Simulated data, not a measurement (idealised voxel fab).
Proc. module: voxel local oxidation
In the cross-section labelled cut, the width is 280 nm and each square cell is 5 nm.
Heads up, the way a cross-section reads in here is a grid of square cells, handed over as bands from the top down, with every band being one or more rows of cells. Top height, bottom height, nm. Materials left to right, width each, nm. Single material + "all across" = fills band edge to edge. "air" = empty. Counting heights begins at 0, where everything beneath is, in the wafer as received, one material. The lowest band has no bottom; it goes on downwards, as "0..down" shows. Width: "30->40" (first number = top row, second number = bottom row, same change from row to row of cells). "remained unchanged", as given for a step, is the statement that not any cell of the cross-section underwent a change during that step. Each empty space that has no open way to the top and spans at least 8 cells appears under "Unvented internal voids" as width x height at distance, the distance counted from the left edge, all in nm. Post-settings text on a step line: simulator's own remark regarding the step. Regarding "overlay nm": on a step with a mask, it is the distance the mask lay to the right of its planned place; a negative value places it to the left.

Here's what the planned process steps look like:
1. op RECEIVE | material Si
2. op CONFORMAL_DEP | material SiO2 | thk nm 5
3. op CONFORMAL_DEP | material SiN | thk nm 15
4. op PATTERN | tone cover | mask id ACTIVE | material resist | width nm 95 | thk nm 15 | overlay nm 0
5. op DIRECTIONAL_ETCH | etch materials SiN | depth nm 15
6. op STRIP | etch materials resist
7. op SELECTIVE_ETCH | etch materials SiO2 | depth nm 5
8. op OXIDIZE | depth nm 15
9. op STRIP | etch materials SiN

Delivered wafer in cross-section: state after step 1:
* 0..down = Si all across
* Unvented internal voids: none

Cross-section at module end, one run error; start and plan unchanged from above:
* 5..0 = SiO2=85; air=105; SiO2=90
* 0..-15 = Si=70; SiO2=135; Si=75
* -15..down = Si all across
* Unvented internal voids: none
Plan not followed: so step 4 ended up running with a different setting than we planned, it ran as op PATTERN | tone open | mask id ACTIVE | material resist | width nm 95 | thk nm 15 | overlay nm 0
